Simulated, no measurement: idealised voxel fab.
Process module, titled voxel transistor to metal
Square cell edge 5 nm, section width 295 nm, ID cut.
The cross-sections in this document take the form of a grid made of square cells. They are written out as bands, in order from top to bottom. Each band consists of one or more rows of cells.
What a band's entry tells you: where the top is and where the bottom is, as heights in nm, and after that what lies inside, material by material from left to right, each with its width in nm. Empty space is written as the word "empty", and a single material marked with the word "throughout" occupies the band from edge to edge.
Ref level 0: as-received wafer is one material below here. Bottom band extends down with no lower bound ("0 -> down").
The expression "30 to 40" gives the width at the extremes of the band, the first number at its top row of cells and the second at its bottom row, with the width changing by equal amounts from each row to the next in between.
The designation "nothing changed", where it is given for a processing step, indicates that no cell of the cross-section was altered in the course of that step.
For the entry "Tabulated closed voids", the listed items are empty spaces with no open way to the top whose size is 8 cells or more; each item follows the pattern width x height at distance, where distance is from the left edge and all three are in nm.
Formally, on a step line, whatever follows the settings is a remark that the simulator itself makes on the step.
For masked steps, "overlay nm" on the step line gives how far right of plan the mask actually lay; a minus sign means it lay to the left.
THE FOLLOWING LIST GIVES THE PLANNED PROCESS STEPS
1. RECEIVE: material Si
2. OXIDIZE: depth nm 5
3. CONFORMAL_DEP: material SiN, thk nm 10
4. PATTERN: tone cover, mask id ACTIVE, material resist, width nm 110, pitch nm 130, thk nm 15, overlay nm 0
5. DIRECTIONAL_ETCH: etch materials SiN, depth nm 10
6. DIRECTIONAL_ETCH: etch materials SiO2, depth nm 5
7. DIRECTIONAL_ETCH: etch materials Si, depth nm 35
8. STRIP: etch materials resist
9. FILL_DEP: material SiO2, thk nm 5
10. CMP: height nm 10
11. SELECTIVE_ETCH: etch materials SiO2, depth nm 10
12. STRIP: etch materials SiN
13. SELECTIVE_ETCH: etch materials SiO2, depth nm 5
14. OXIDIZE: depth nm 5
15. DIRECTIONAL_DEP: material polySi, thk nm 25
16. DIRECTIONAL_DEP: material SiCN, thk nm 10
17. MASKED_ETCH: tone cover, mask id GATE, width nm 20, pitch nm 130, etch materials SiCN, depth nm 20, overlay nm 0
18. MASKED_ETCH: tone cover, mask id GATE, width nm 30, pitch nm 130, etch materials polySi, depth nm 35, overlay nm 0
19. CONFORMAL_DEP: material SiN, thk nm 5
20. DIRECTIONAL_ETCH: etch materials SiN, depth nm 5
21. DIRECTIONAL_ETCH: etch materials SiO2, depth nm 5
22. DIRECTIONAL_ETCH: etch materials Si, depth nm 15
23. EPI: material nSi, thk nm 15
24. FILL_DEP: material SiO2, thk nm 10
25. CMP: height nm 20
26. STRIP: etch materials polySi
27. SELECTIVE_ETCH: etch materials SiO2, depth nm 5
28. CONFORMAL_DEP: material HfO2, thk nm 5
29. CONFORMAL_DEP: material TiN, thk nm 5
30. FILL_DEP: material W, thk nm 5
31. CMP: height nm 15
32. DIRECTIONAL_DEP: material SiO2, thk nm 15
33. PATTERN: tone open, mask id CONTACT, material resist, width nm 15, thk nm 20, overlay nm 0
34. DIRECTIONAL_ETCH: etch materials SiO2, depth nm 40
35. STRIP: etch materials resist
36. CONFORMAL_DEP: material TiN, thk nm 5
37. FILL_DEP: material Ru, thk nm 10
38. CMP: height nm 30
39. DIRECTIONAL_DEP: material TiN, thk nm 5
40. DIRECTIONAL_DEP: material W, thk nm 15
41. PATTERN: tone cover, mask id METAL_1, material resist, width nm 15, thk nm 20, overlay nm 0
42. DIRECTIONAL_ETCH: etch materials W, depth nm 15
43. DIRECTIONAL_ETCH: etch materials TiN, depth nm 5
44. STRIP: etch materials resist
45. CONFORMAL_DEP: material SiCN, thk nm 5
46. FILL_DEP: material lowk, thk nm 10
47. CMP: height nm 50
48. CONFORMAL_DEP: material SiCN, thk nm 5
Variable across wafers: step 17 width nm (plan value is that of the first wafer; starting state common to all).
THE FIRST OF SEVERAL WAFERS AS RECEIVED, SHOWN IN CROSS-SECTION; THIS IS ITS STATE AFTER STEP 1
* 0 -> down  Si throughout
* Tabulated closed voids: none
EVERY ROW IN THIS TABLE IS A WAFER AT THE END OF THE MODULE, AND IT GIVES, FOR EACH OF THE MATERIALS, THE CELLS THAT WAFER HAS GAINED (+) OR LOST (-) SINCE IT WAS RECEIVED, THEN ITS CLOSED VOIDS
width nm 20, +32 HfO2, +16 Ru, -292 Si, +130 SiCN, +16 SiN, +362 SiO2, +100 TiN, +48 W, +117 lowk, +120 nSi, Tabulated closed voids: none
width nm 25, +32 HfO2, +16 Ru, -292 Si, +130 SiCN, +16 SiN, +362 SiO2, +100 TiN, +48 W, +117 lowk, +120 nSi, Tabulated closed voids: none
width nm 30, +32 HfO2, +16 Ru, -292 Si, +130 SiCN, +16 SiN, +362 SiO2, +100 TiN, +48 W, +117 lowk, +120 nSi, Tabulated closed voids: none
width nm 35, +34 HfO2, +16 Ru, -286 Si, +130 SiCN, +16 SiN, +358 SiO2, +96 TiN, +54 W, +117 lowk, +114 nSi, Tabulated closed voids: none
width nm 40, +36 HfO2, +16 Ru, -280 Si, +130 SiCN, +16 SiN, +354 SiO2, +92 TiN, +60 W, +117 lowk, +108 nSi, Tabulated closed voids: none
width nm 45, +38 HfO2, +16 Ru, -274 Si, +130 SiCN, +16 SiN, +350 SiO2, +88 TiN, +66 W, +117 lowk, +102 nSi, Tabulated closed voids: none
